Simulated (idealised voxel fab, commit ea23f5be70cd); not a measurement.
The process module presented herein is designated voxel transistor to metal.
Displayed cross-section: cut, width of 165 nm, square cells sized 5 nm.
When this document writes out a cross-section, it uses a grid of square cells and lists it as bands, beginning at the top and moving down, with a band standing for one or more rows of cells.
The entry gives the band's vertical extent as a top height and a bottom height in nm, then its horizontal make-up as materials from left to right, each with a width in nm. "air" stands for empty space; a single material marked "throughout" fills the band edge to edge.
It should be noted that heights are counted from 0, beneath which the wafer as supplied is of one material throughout, and that the lowest band possesses no lower boundary but continues downward, as written in "0..down".
When a width is written as two numbers, as in "30..40", the first number is the width in the top row of cells of the band and the second is the width in its bottom row, and the width changes by the same amount from each row to the next.
For the purposes of this document, the phrase "remained unchanged" attached to a step denotes that no cell within the cross-section was modified by that step.
The label "Non-vented voids" introduces a list of the empty spaces, 8 cells or larger, that have no open way up to the top; each entry in it reads width x height at distance, where the distance is taken from the left edge and all three are stated in nm.
It should be noted that, on the line of a given step, the content following the step's settings is a remark produced by the simulator itself with respect to that step.
overlay nm: on a step with a mask, how far right of its planned place the mask lay; negative means left.
-- Set out below are the planned steps of the process
1 RECEIVE,material Si
2 CONFORMAL_DEP,material SiO2,thk nm 5
3 CONFORMAL_DEP,material SiN,thk nm 15
4 DIRECTIONAL_DEP,material aC,thk nm 10
5 PATTERN,tone cover,mask id ACTIVE,material resist,width nm 105,thk nm 30,overlay nm 0
6 DIRECTIONAL_ETCH,etch materials aC,depth nm 10
7 STRIP,etch materials resist
8 DIRECTIONAL_ETCH,etch materials SiN,depth nm 15
9 DIRECTIONAL_ETCH,etch materials SiO2,depth nm 5
10 DIRECTIONAL_ETCH,etch materials Si,depth nm 30
11 STRIP,etch materials aC
12 OXIDIZE,depth nm 5
13 FILL_DEP,material SiO2,thk nm 10
14 CMP,height nm 20
15 SELECTIVE_ETCH,etch materials SiO2,depth nm 10
16 STRIP,etch materials SiN
17 SELECTIVE_ETCH,etch materials SiO2,depth nm 5
18 OXIDIZE,depth nm 5
19 DIRECTIONAL_DEP,material polySi,thk nm 20
20 DIRECTIONAL_DEP,material SiCN,thk nm 10
21 PATTERN,tone cover,mask id GATE,material resist,width nm 35,thk nm 20,overlay nm 0
22 DIRECTIONAL_ETCH,etch materials SiCN,depth nm 20
23 DIRECTIONAL_ETCH,etch materials polySi,depth nm 30
24 STRIP,etch materials resist
25 CONFORMAL_DEP,material SiO2,thk nm 5
26 DIRECTIONAL_ETCH,etch materials SiO2,depth nm 5
27 CONFORMAL_DEP,material SiN,thk nm 10
28 DIRECTIONAL_ETCH,etch materials SiN,depth nm 10
29 DIRECTIONAL_ETCH,etch materials SiO2,depth nm 5
30 DIRECTIONAL_ETCH,etch materials Si,depth nm 5
31 EPI,material pSi,thk nm 5
32 FILL_DEP,material SiO2,thk nm 10
33 CMP,height nm 20
34 STRIP,etch materials polySi
35 SELECTIVE_ETCH,etch materials SiO2,depth nm 5
36 CONFORMAL_DEP,material HfO2,thk nm 5
37 CONFORMAL_DEP,material TiN,thk nm 5
38 FILL_DEP,material W,thk nm 10
39 CMP,height nm 15
40 DIRECTIONAL_DEP,material SiO2,thk nm 15
41 DIRECTIONAL_DEP,material aC,thk nm 10
42 PATTERN,tone open,mask id CONTACT,material resist,width nm 15,pitch nm 80,thk nm 30,overlay nm 0
43 DIRECTIONAL_ETCH,etch materials aC,depth nm 10
44 STRIP,etch materials resist
45 DIRECTIONAL_ETCH,etch materials SiO2,depth nm 30
46 STRIP,etch materials aC
47 CONFORMAL_DEP,material TiN,thk nm 5
48 FILL_DEP,material Ru,thk nm 5
49 CMP,height nm 30
50 DIRECTIONAL_DEP,material TiN,thk nm 5
51 DIRECTIONAL_DEP,material Ru,thk nm 20
52 MASKED_ETCH,tone cover,mask id METAL_1,width nm 15,pitch nm 80,etch materials Ru,depth nm 20,overlay nm 0
53 MASKED_ETCH,tone cover,mask id METAL_1,width nm 15,pitch nm 80,etch materials TiN,depth nm 5,overlay nm 0
54 CONFORMAL_DEP,material SiN,thk nm 5
55 FILL_DEP,material lowk,thk nm 10
56 CMP,height nm 55
57 CONFORMAL_DEP,material SiCN,thk nm 5
58 DIRECTIONAL_DEP,material SiO2,thk nm 25
59 DIRECTIONAL_DEP,material aC,thk nm 10
60 PATTERN,tone open,mask id METAL_2,material resist,width nm 15,pitch nm 80,thk nm 25,overlay nm 0
61 DIRECTIONAL_ETCH,etch materials aC,depth nm 10
62 STRIP,etch materials resist
63 DIRECTIONAL_ETCH,etch materials SiO2,depth nm 15
64 STRIP,etch materials aC
65 MASKED_ETCH,tone open,mask id METAL_2_HOLES,width nm 15,pitch nm 80,etch materials SiO2,depth nm 10,overlay nm 0
66 MASKED_ETCH,tone open,mask id METAL_2_HOLES,width nm 15,pitch nm 80,etch materials SiCN,depth nm 5,overlay nm 0
67 CONFORMAL_DEP,material TiN,thk nm 5
68 FILL_DEP,material Cu,thk nm 10
69 CMP,height nm 85
70 CONFORMAL_DEP,material SiN,thk nm 5
-- Here's what the wafer looked like in cross-section when it arrived - that's after step 1
0..down: Si throughout
Non-vented voids: none
-- Module complete - cross-section of the first of two wafers, run according to plan
90..85: SiN throughout
85..60: 35 of SiO2  5 of TiN  5 of Cu  5 of TiN  65 of SiO2  5 of TiN  5 of Cu  5 of TiN  35 of SiO2
60..55: 35 of SiCN  15 of TiN  65 of SiCN  15 of TiN  35 of SiCN
55..35: 30 of lowk  5 of SiN  15 of Ru  5 of SiN  55 of lowk  5 of SiN  15 of Ru  5 of SiN  30 of lowk
35..30: 35 of SiN  15 of TiN  65 of SiN  15 of TiN  35 of SiN
30..15: 35 of SiO2  5 of TiN  5 of Ru  5 of TiN  65 of SiO2  5 of TiN  5 of Ru  5 of TiN  35 of SiO2
15..10: 35 of SiO2  5 of TiN  5 of Ru  5 of TiN  10 of SiN  5 of HfO2  5 of TiN  25 of W  5 of TiN  5 of HfO2  10 of SiN  5 of TiN  5 of Ru  5 of TiN  35 of SiO2
10..5: 35 of SiO2  15 of TiN  10 of SiN  5 of HfO2  5 of TiN  25 of W  5 of TiN  5 of HfO2  10 of SiN  15 of TiN  35 of SiO2
5..0: 30 of SiO2  10 of SiN  10 of TiN  10 of SiN  5 of HfO2  35 of TiN  5 of HfO2  10 of SiN  10 of TiN  10 of SiN  30 of SiO2
0..-5: 40 of SiO2  10 of pSi  10 of SiO2  45 of HfO2  10 of SiO2  10 of pSi  40 of SiO2
-5..-10: 35 of SiO2  5 of Si  10 of pSi  65 of Si  10 of pSi  5 of Si  35 of SiO2
-10..-35: 35 of SiO2  95 of Si  35 of SiO2
-35..down: Si throughout
Non-vented voids: none
-- This cross-section belongs to the second wafer of two at the end of the module; the start and the plan were shared with the first, and the run included one mistake
90..85: SiN throughout
85..60: 35 of SiO2  5 of TiN  5 of Cu  5 of TiN  65 of SiO2  5 of TiN  5 of Cu  5 of TiN  35 of SiO2
60..55: 35 of SiCN  15 of TiN  65 of SiCN  15 of TiN  35 of SiCN
55..35: 30 of lowk  5 of SiN  15 of Ru  5 of SiN  55 of lowk  5 of SiN  15 of Ru  5 of SiN  30 of lowk
35..30: 35 of SiN  15 of TiN  65 of SiN  15 of TiN  35 of SiN
30..15: 35 of SiO2  5 of TiN  5 of Ru  5 of TiN  65 of SiO2  5 of TiN  5 of Ru  5 of TiN  35 of SiO2
15..10: 35 of SiO2  5 of TiN  5 of Ru  5 of TiN  10 of SiN  5 of HfO2  5 of TiN  25 of W  5 of TiN  5 of HfO2  10 of SiN  5 of TiN  5 of Ru  5 of TiN  35 of SiO2
10..5: 35 of SiO2  15 of TiN  10 of SiN  5 of HfO2  5 of TiN  25 of W  5 of TiN  5 of HfO2  10 of SiN  15 of TiN  35 of SiO2
5..0: 30 of SiO2  10 of SiN  10 of TiN  10 of SiN  5 of HfO2  35 of TiN  5 of HfO2  10 of SiN  10 of TiN  10 of SiN  30 of SiO2
0..-5: 40 of SiO2  10 of pSi  10 of SiO2  45 of HfO2  10 of SiO2  10 of pSi  40 of SiO2
-5..-10: 35 of SiO2  5 of Si  10 of pSi  65 of Si  10 of pSi  5 of Si  35 of SiO2
-10..-65: 35 of SiO2  95 of Si  35 of SiO2
-65..down: Si throughout
Non-vented voids: none
Nonconformance to the process plan: step 10 from the plan got run twice
Bottom line after processing is that, in cells, the second wafer is up or down on some materials versus the first: -84 Si; +84 SiO2
